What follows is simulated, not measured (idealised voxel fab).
Documented hereafter: the process module known as voxel capacitor over wiring.
The cross-section on display is named cut; it measures 260 nm wide, and its cells are 5 nm squares.
Bands, listed from the top down, are how a cross-section gets written in this document; the cross-section itself is a grid of square cells, and a band is one or more rows of them.
It is stipulated that each band's entry specify, in nanometres, the height of the top of the band and then that of its bottom, followed by the materials of the band in left-to-right sequence, each together with its width in nanometres. A single material marked by the word "everywhere" is understood to fill the band from edge to edge; the word "empty" is understood to denote empty space.
Measure heights from 0. That's the level where, below it, the as-received wafer is all one material. The lowest band is bottomless and extends downward; write it as in "from 0 down".
You'd read "30->40" like this: the band's top row of cells is as wide as the first number, its bottom row is as wide as the second, and going down, every row changes width by the same amount as the row before did.
Take "nothing was modified" at face value: in the step it is given for, the cross-section changed in none of its cells.
Heads up: "Fully sealed voids" only lists the empty pockets with no open path to the top that are 8 cells or more, and it writes them as width x height at distance, distance from the left edge, in nm.
Step line, after settings: the simulator's comment on this step.
The "overlay nm" setting may appear on a step's line; for a step that uses a mask, it gives how far to the right of its planned position the mask lay, and a negative value indicates the left.

[Set out below are the planned steps of the process]
- 1: RECEIVE,material Si
- 2: CONFORMAL_DEP,material SiO2,thk nm 10
- 3: CONFORMAL_DEP,material SiN,thk nm 5
- 4: DIRECTIONAL_DEP,material SiO2,thk nm 20
- 5: MASKED_ETCH,tone open,mask id METAL_1,width nm 25,pitch nm 75,etch materials SiO2,depth nm 20,overlay nm 0
- 6: MASKED_ETCH,tone open,mask id METAL_1,width nm 25,pitch nm 75,etch materials SiN,depth nm 5,overlay nm 0
- 7: CONFORMAL_DEP,material TiN,thk nm 5
- 8: FILL_DEP,material Cu,thk nm 5
- 9: CMP,height nm 35
- 10: CONFORMAL_DEP,material SiCN,thk nm 5
- 11: DIRECTIONAL_DEP,material SiO2,thk nm 20
- 12: DIRECTIONAL_DEP,material aC,thk nm 10
- 13: PATTERN,tone open,mask id PLUG_1,material resist,width nm 15,thk nm 25,overlay nm -15
- 14: DIRECTIONAL_ETCH,etch materials aC,depth nm 10
- 15: STRIP,etch materials resist
- 16: DIRECTIONAL_ETCH,etch materials SiO2,depth nm 20
- 17: DIRECTIONAL_ETCH,etch materials SiCN,depth nm 5
- 18: STRIP,etch materials aC
- 19: EPI,material Ru,thk nm 10
- 20: EPI,material Ru,thk nm 10
- 21: EPI,material Ru,thk nm 5
- 22: DIRECTIONAL_DEP,material TiN,thk nm 5
- 23: DIRECTIONAL_DEP,material HfO2,thk nm 5
- 24: DIRECTIONAL_DEP,material TiN,thk nm 5
- 25: PATTERN,tone cover,mask id UPPER_PLATE,material resist,width nm 55,thk nm 20,overlay nm 0
- 26: DIRECTIONAL_ETCH,etch materials TiN,depth nm 5
- 27: DIRECTIONAL_ETCH,etch materials HfO2,depth nm 5
- 28: STRIP,etch materials resist
- 29: PATTERN,tone cover,mask id LOWER_PLATE,material resist,width nm 65,thk nm 20,overlay nm 0
- 30: DIRECTIONAL_ETCH,etch materials TiN,depth nm 5
- 31: STRIP,etch materials resist
- 32: FILL_DEP,material SiO2,thk nm 20
- 33: CMP,height nm 90
- 34: DIRECTIONAL_DEP,material aC,thk nm 15
- 35: PATTERN,tone open,mask id PLUG_2,material resist,width nm 15,thk nm 35,overlay nm 0
- 36: DIRECTIONAL_ETCH,etch materials aC,depth nm 15
- 37: STRIP,etch materials resist
- 38: DIRECTIONAL_ETCH,etch materials SiO2,depth nm 15
- 39: STRIP,etch materials aC
- 40: CONFORMAL_DEP,material TiN,thk nm 5
- 41: FILL_DEP,material Ru,thk nm 5
- 42: CMP,height nm 90
- 43: CONFORMAL_DEP,material SiCN,thk nm 5
Be aware that, although all wafers share a common starting state, the overlay nm at step 13 differs among them, and the plan displays the first wafer's value.

[First wafer of several, as received: cross-section after step 1]
from 0 down  Si everywhere
Fully sealed voids: none

[What follows is a table in which each wafer occupies a row; for the wafer as it stands at the close of the module, the row states, material by material, how many cells have been gained (+) or lost (-) since receipt, and then gives its closed voids]
overlay nm -15, +24 Cu, +11 HfO2, +17 Ru, +101 SiCN, +42 SiN, +736 SiO2, +57 TiN, Fully sealed voids: none
overlay nm -10, +24 Cu, +11 HfO2, +17 Ru, +101 SiCN, +42 SiN, +736 SiO2, +57 TiN, Fully sealed voids: none
overlay nm -5, +24 Cu, +11 HfO2, +17 Ru, +101 SiCN, +42 SiN, +736 SiO2, +57 TiN, Fully sealed voids: none
overlay nm 0, +24 Cu, +11 HfO2, +17 Ru, +101 SiCN, +42 SiN, +736 SiO2, +57 TiN, Fully sealed voids: none
overlay nm 5, +24 Cu, +11 HfO2, +17 Ru, +101 SiCN, +42 SiN, +736 SiO2, +57 TiN, Fully sealed voids: none
overlay nm 10, +24 Cu, +11 HfO2, +17 Ru, +101 SiCN, +42 SiN, +736 SiO2, +57 TiN, Fully sealed voids: none
overlay nm 15, +24 Cu, +11 HfO2, +2 Ru, +101 SiCN, +42 SiN, +751 SiO2, +57 TiN, Fully sealed voids: none
